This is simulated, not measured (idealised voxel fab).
voxel released beams: a process module
Cross-section cut: width 140 nm, square cells of 5 nm.
A cross-section is written here as square cells arranged in a grid, and it is given in bands from the top down, each band taking up one or more rows of cells. What a band's entry tells you: where the top is and where the bottom is, as heights in nm, and after that what lies inside, material by material from left to right, each with its width in nm. Empty space is written as the word "blank", and a single material marked with the word "full width" occupies the band from edge to edge. All heights in this document are referenced to 0, defined as the level beneath which the wafer, as received, consists entirely of one material. The lowest band is not bounded below; it extends indefinitely downward and is written in the form "0 nm and below". A width such as "30..40" changes by the same amount from each row of cells to the next, from the band's top row to its bottom row. "nothing was modified", as given for a step, is the statement that not any cell of the cross-section underwent a change during that step. Closed empty spaces (no open way to the top) of 8 cells or more are what "Trapped cavities" lists, each as width x height at distance from the left edge, nm for all three. It should be noted that, on the line of a given step, the content following the step's settings is a remark produced by the simulator itself with respect to that step. When a step includes a mask, the "overlay nm" setting on its line states how far to the right of its planned place that mask lay, and negative values state how far to the left.
SET OUT BELOW ARE THE PLANNED STEPS OF THE PROCESS
1,RECEIVE, material Si
2,CONFORMAL_DEP, material Al2O3, thk nm 5
3,DIRECTIONAL_DEP, material SiO2, thk nm 15
4,PATTERN, tone open, mask id ANCHOR, material resist, width nm 30, thk nm 15, overlay nm 0
5,DIRECTIONAL_ETCH, etch materials SiO2, depth nm 15
6,STRIP, etch materials resist
7,CONFORMAL_DEP, material W, thk nm 10
8,MASKED_ETCH, tone cover, mask id BEAM, width nm 85, etch materials W, depth nm 10, overlay nm 0
9,STRIP, etch materials SiO2
CROSS-SECTION OF THE WAFER UPON ARRIVAL, REPRESENTING THE STATE REACHED AFTER STEP 1
- 0 nm and below  Si full width
- Trapped cavities: none
CROSS-SECTIONAL RESULT AFTER MODULE COMPLETION. NOTE: STARTING CONDITION AND PLAN ARE UNCHANGED FROM ABOVE; ONE PROCESSING MISTAKE WAS MADE
- 0 nm and below  Si full width
- Trapped cavities: none
What was the processing mistake? so step 2 ended up running with a different setting than we planned, it ran as CONFORMAL_DEP, material SiO2, thk nm 5
